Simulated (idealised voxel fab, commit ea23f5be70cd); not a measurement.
A process module follows: voxel wiring stack.
The cross-section shown here is cut; it is 165 nm wide and divided into square cells measuring 5 nm on a side.
Format of a cross-section: grid, square cells. Given as bands. Order: top down. Band: one or more rows of cells. Look at the band entry: it leads with the top's height and the bottom's height in nm. Then it lists the materials left to right, with a width in nm for each. The word "full width" on a single material says that material fills the band edge to edge. The word "blank" is empty space. Height reference: 0 = level under which incoming wafer is all one material. Lowest band: no bottom, runs on downward, e.g. "0 -> down". You'd read "30 to 40" like this: the band's top row of cells is as wide as the first number, its bottom row is as wide as the second, and going down, every row changes width by the same amount as the row before did. Any step labelled "no alteration" changed none of the cells in the cross-section. "Enclosed void listing" specifies each empty space that is not open to the top and that occupies no fewer than 8 cells, using the form width x height at distance, the distance measured from the left edge and all three quantities in nm. Text after the settings on a step's line: the simulator's own remark on that step. If you see "overlay nm" on a step's line and that step has a mask, it's telling you how far right of where it was planned the mask ended up; a negative number means it went left instead.
PLANNED STEP LIST FOR THE PROCESS
step 1: RECEIVE (material Si)
step 2: CONFORMAL_DEP (material SiO2; thk nm 15)
step 3: DIRECTIONAL_DEP (material TiN; thk nm 5)
step 4: DIRECTIONAL_DEP (material W; thk nm 15)
step 5: PATTERN (tone cover; mask id METAL_1; material resist; width nm 30; pitch nm 50; thk nm 15; overlay nm 0)
step 6: DIRECTIONAL_ETCH (etch materials W; depth nm 15)
step 7: DIRECTIONAL_ETCH (etch materials TiN; depth nm 5)
step 8: STRIP (etch materials resist)
step 9: FILL_DEP (material lowk; thk nm 5)
step 10: CMP (height nm 35)
step 11: CONFORMAL_DEP (material SiCN; thk nm 5)
step 12: DIRECTIONAL_DEP (material SiO2; thk nm 25)
step 13: MASKED_ETCH (tone open; mask id METAL_2_HOLES; width nm 15; pitch nm 50; etch materials SiO2; depth nm 25; overlay nm 0)
step 14: PATTERN (tone open; mask id METAL_2; material resist; width nm 30; pitch nm 50; thk nm 15; overlay nm 0)
step 15: DIRECTIONAL_ETCH (etch materials SiO2; depth nm 15)
step 16: DIRECTIONAL_ETCH (etch materials SiCN; depth nm 5)
step 17: STRIP (etch materials resist)
step 18: CONFORMAL_DEP (material TiN; thk nm 5)
step 19: FILL_DEP (material Cu; thk nm 5)
step 20: CMP (height nm 65)
step 21: CONFORMAL_DEP (material SiCN; thk nm 5)
step 22: DIRECTIONAL_DEP (material lowk; thk nm 20)
step 23: PATTERN (tone open; mask id PLUG_2; material resist; width nm 15; pitch nm 50; thk nm 15; overlay nm 0)
step 24: DIRECTIONAL_ETCH (etch materials lowk; depth nm 20)
step 25: DIRECTIONAL_ETCH (etch materials SiCN; depth nm 5)
step 26: STRIP (etch materials resist)
step 27: EPI (material Ru; thk nm 10)
step 28: EPI (material Ru; thk nm 10)
step 29: EPI (material Ru; thk nm 5)
step 30: DIRECTIONAL_DEP (material TiN; thk nm 5)
step 31: DIRECTIONAL_DEP (material Ru; thk nm 20)
step 32: MASKED_ETCH (tone cover; mask id METAL_3; width nm 30; pitch nm 50; etch materials Ru; depth nm 20; overlay nm 0)
step 33: MASKED_ETCH (tone cover; mask id METAL_3; width nm 30; pitch nm 50; etch materials TiN; depth nm 5; overlay nm 0)
step 34: FILL_DEP (material SiO2; thk nm 5)
step 35: CMP (height nm 115)
step 36: CONFORMAL_DEP (material SiCN; thk nm 5)
THE CROSS-SECTION HERE SHOWS THE WAFER AS RECEIVED, I.E. IN ITS STATE AFTER STEP 1
- 0 -> down: Si full width
- Enclosed void listing: none
THE CROSS-SECTION SHOWN CORRESPONDS TO THE WAFER AT THE CONCLUSION OF THE MODULE. THE INITIAL STRUCTURE AND THE PROCESS PLAN ARE THOSE PRESENTED ABOVE; HOWEVER, ONE MISTAKE OCCURRED IN EXECUTING THE PLAN
- 120 -> 115: SiCN full width
- 115 -> 95: 45 SiO2  30 Ru  20 SiO2  30 Ru  40 SiO2
- 95 -> 90: 40 SiO2  35 TiN  15 SiO2  35 TiN  40 SiO2
- 90 -> 70: 40 lowk  15 Ru  35 lowk  15 Ru  60 lowk
- 70 -> 65: 40 SiCN  15 Ru  35 SiCN  15 Ru  60 SiCN
- 65 -> 55: 40 SiO2  5 TiN  20 Cu  5 TiN  20 SiO2  5 TiN  20 Cu  5 TiN  45 SiO2
- 55 -> 50: 40 SiO2  5 TiN  5 Cu  20 TiN  20 SiO2  5 TiN  5 Cu  20 TiN  45 SiO2
- 50 -> 40: 40 SiO2  5 TiN  5 Cu  5 TiN  35 SiO2  5 TiN  5 Cu  5 TiN  60 SiO2
- 40 -> 35: 40 SiCN  15 TiN  35 SiCN  15 TiN  60 SiCN
- 35 -> 20: 40 lowk  30 W  20 lowk  30 W  45 lowk
- 20 -> 15: 40 lowk  30 TiN  20 lowk  30 TiN  45 lowk
- 15 -> 0: SiO2 full width
- 0 -> down: Si full width
- Enclosed void listing: none
The plan and the run diverged here: off-plan run, step 32, actual operation and settings MASKED_ETCH (tone cover; mask id METAL_3; width nm 30; pitch nm 50; etch materials Ru; depth nm 20; overlay nm 5)
